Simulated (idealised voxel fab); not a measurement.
This is a process module. Its name is voxel ribs on slabs.
Cross-section cut spans 200 nm and uses square cells 5 nm in size.
For the purposes of this document, a cross-section shall be understood as a grid of square cells, specified as bands listed in top-to-bottom order, each band consisting of one or more rows of cells. Each band's line starts with the height of the band's top and of its bottom, in nm. Then come its materials from left to right, each with its width in nm. One material with "everywhere" fills the band from edge to edge. "empty" is empty space. Convention: height 0 is the level below which the wafer, as received, is all one material. The lowest band does not terminate at the bottom but continues downward, represented as "0 nm and below". Quick explanation for "30 to 40": the width changes in equal steps down the rows of cells, from the first number in the band's top row to the second number in its bottom row. The cross-section has no changed cell in any step marked "changes: none". Empty spaces counting at least 8 cells and having no open way to the top are listed in "Closed internal cavities". The notation width x height at distance is used for each, the distance being from the left edge and all three values in nm. after a step's settings: what the simulator itself notes on the step. If you see "overlay nm" on a step's line and that step has a mask, it's telling you how far right of where it was planned the mask ended up; a negative number means it went left instead.
The planned process steps are enumerated hereunder:
1. RECEIVE, material Si
2. DIRECTIONAL_DEP, material SiO2, thk nm 30
3. DIRECTIONAL_DEP, material polySi, thk nm 15
4. PATTERN, tone cover, mask id RIB, material resist, width nm 30, thk nm 20, overlay nm 0
5. DIRECTIONAL_ETCH, etch materials polySi, depth nm 10
6. STRIP, etch materials resist
7. MASKED_ETCH, tone cover, mask id SLAB, width nm 80, etch materials polySi, depth nm 5, overlay nm 0
8. FILL_DEP, material SiO2, thk nm 30
9. CMP, height nm 65
10. DIRECTIONAL_DEP, material TiN, thk nm 10
11. DIRECTIONAL_DEP, material aC, thk nm 15
12. PATTERN, tone cover, mask id HEATER, material resist, width nm 40, thk nm 30, overlay nm 0
13. DIRECTIONAL_ETCH, etch materials aC, depth nm 15
14. STRIP, etch materials resist
15. DIRECTIONAL_ETCH, etch materials TiN, depth nm 10
16. STRIP, etch materials aC
17. CONFORMAL_DEP, material SiO2, thk nm 10
The first of a set of two wafers, run to plan:
Incoming wafer in cross-section (state: after step 1):
	0 nm and below = Si everywhere
	Closed internal cavities: none
Cross-section through the wafer, step 2 finished:
	30 nm to 0 nm = SiO2 everywhere
	Anything lower than 0 is untouched.
Cross-section through the wafer, step 3 finished:
	45 nm to 30 nm = polySi everywhere
	Anything lower than 30 is untouched.
Cross-section through the wafer, step 4 finished:
	65 nm to 45 nm = 85 nm empty / 30 nm resist / 85 nm empty
	Anything lower than 45 is untouched.
Cross-section through the wafer, step 5 finished:
	65 nm to 45 nm = 85 nm empty / 30 nm resist / 85 nm empty
	45 nm to 35 nm = 85 nm empty / 30 nm polySi / 85 nm empty
	Anything lower than 35 is untouched.
Cross-section through the wafer, step 6 finished:
	45 nm to 35 nm = 85 nm empty / 30 nm polySi / 85 nm empty
	Anything lower than 35 is untouched.
Cross-section through the wafer, step 7 finished:
	45 nm to 35 nm = 85 nm empty / 30 nm polySi / 85 nm empty
	35 nm to 30 nm = 60 nm empty / 80 nm polySi / 60 nm empty
	Anything lower than 30 is untouched.
Cross-section through the wafer, step 8 finished:
	75 nm to 45 nm = SiO2 everywhere
	45 nm to 35 nm = 85 nm SiO2 / 30 nm polySi / 85 nm SiO2
	35 nm to 30 nm = 60 nm SiO2 / 80 nm polySi / 60 nm SiO2
	Anything lower than 30 is untouched.
Cross-section through the wafer, step 9 finished:
	65 nm to 45 nm = SiO2 everywhere
	Anything lower than 45 is untouched.
Cross-section through the wafer, step 10 finished:
	75 nm to 65 nm = TiN everywhere
	Anything lower than 65 is untouched.
Cross-section through the wafer, step 11 finished:
	90 nm to 75 nm = aC everywhere
	Anything lower than 75 is untouched.
Cross-section through the wafer, step 12 finished:
	120 nm to 90 nm = 80 nm empty / 40 nm resist / 80 nm empty
	Anything lower than 90 is untouched.
Cross-section through the wafer, step 13 finished:
	105 nm to 90 nm = 80 nm empty / 40 nm resist / 80 nm empty
	90 nm to 75 nm = 80 nm empty / 40 nm aC / 80 nm empty
	Anything lower than 75 is untouched.
Cross-section through the wafer, step 14 finished:
	90 nm to 75 nm = 80 nm empty / 40 nm aC / 80 nm empty
	Anything lower than 75 is untouched.
Cross-section through the wafer, step 15 finished:
	90 nm to 75 nm = 80 nm empty / 40 nm aC / 80 nm empty
	75 nm to 65 nm = 80 nm empty / 40 nm TiN / 80 nm empty
	Anything lower than 65 is untouched.
Cross-section through the wafer, step 16 finished:
	75 nm to 65 nm = 80 nm empty / 40 nm TiN / 80 nm empty
	Anything lower than 65 is untouched.
Cross-section through the wafer, step 17 finished:
	85 nm to 75 nm = 70 nm empty / 60 nm SiO2 / 70 nm empty
	75 nm to 65 nm = 80 nm SiO2 / 40 nm TiN / 80 nm SiO2
	Anything lower than 65 is untouched.
Second of two: same start, same plan, one run error; steps up to and including 1 match the first:
Cross-section of the second wafer corresponding to the planned conclusion of step 2:
	20 nm to 0 nm = SiO2 everywhere
	Anything lower than 0 is untouched.
Cross-section of the second wafer corresponding to the planned conclusion of step 3:
	35 nm to 20 nm = polySi everywhere
	Anything lower than 20 is untouched.
Cross-section of the second wafer corresponding to the planned conclusion of step 4:
	55 nm to 35 nm = 85 nm empty / 30 nm resist / 85 nm empty
	Anything lower than 35 is untouched.
Cross-section of the second wafer corresponding to the planned conclusion of step 5:
	55 nm to 35 nm = 85 nm empty / 30 nm resist / 85 nm empty
	35 nm to 25 nm = 85 nm empty / 30 nm polySi / 85 nm empty
	Anything lower than 25 is untouched.
Cross-section of the second wafer corresponding to the planned conclusion of step 6:
	35 nm to 25 nm = 85 nm empty / 30 nm polySi / 85 nm empty
	Anything lower than 25 is untouched.
Cross-section of the second wafer corresponding to the planned conclusion of step 7:
	35 nm to 25 nm = 85 nm empty / 30 nm polySi / 85 nm empty
	25 nm to 20 nm = 60 nm empty / 80 nm polySi / 60 nm empty
	Anything lower than 20 is untouched.
Cross-section of the second wafer corresponding to the planned conclusion of step 8:
	65 nm to 35 nm = SiO2 everywhere
	35 nm to 25 nm = 85 nm SiO2 / 30 nm polySi / 85 nm SiO2
	25 nm to 20 nm = 60 nm SiO2 / 80 nm polySi / 60 nm SiO2
	Anything lower than 20 is untouched.
Cross-section of the second wafer corresponding to the planned conclusion of step 9: changes: none
Cross-section of the second wafer corresponding to the planned conclusion of step 10:
	75 nm to 65 nm = TiN everywhere
	Anything lower than 65 is untouched.
Cross-section of the second wafer corresponding to the planned conclusion of step 11:
	90 nm to 75 nm = aC everywhere
	Anything lower than 75 is untouched.
Cross-section of the second wafer corresponding to the planned conclusion of step 12:
	120 nm to 90 nm = 80 nm empty / 40 nm resist / 80 nm empty
	Anything lower than 90 is untouched.
Cross-section of the second wafer corresponding to the planned conclusion of step 13:
	105 nm to 90 nm = 80 nm empty / 40 nm resist / 80 nm empty
	90 nm to 75 nm = 80 nm empty / 40 nm aC / 80 nm empty
	Anything lower than 75 is untouched.
Cross-section of the second wafer corresponding to the planned conclusion of step 14:
	90 nm to 75 nm = 80 nm empty / 40 nm aC / 80 nm empty
	Anything lower than 75 is untouched.
Cross-section of the second wafer corresponding to the planned conclusion of step 15:
	90 nm to 75 nm = 80 nm empty / 40 nm aC / 80 nm empty
	75 nm to 65 nm = 80 nm empty / 40 nm TiN / 80 nm empty
	Anything lower than 65 is untouched.
Cross-section of the second wafer corresponding to the planned conclusion of step 16:
	75 nm to 65 nm = 80 nm empty / 40 nm TiN / 80 nm empty
	Anything lower than 65 is untouched.
Cross-section of the second wafer corresponding to the planned conclusion of step 17:
	85 nm to 75 nm = 70 nm empty / 60 nm SiO2 / 70 nm empty
	75 nm to 65 nm = 80 nm SiO2 / 40 nm TiN / 80 nm SiO2
	Anything lower than 65 is untouched.
Where did the run depart from the plan? step 2 ran with different settings than intended, the actual operation and settings being DIRECTIONAL_DEP, material SiO2, thk nm 20
Heads up: at the end the two wafers have identical cell counts per material, they're just laid out differently.
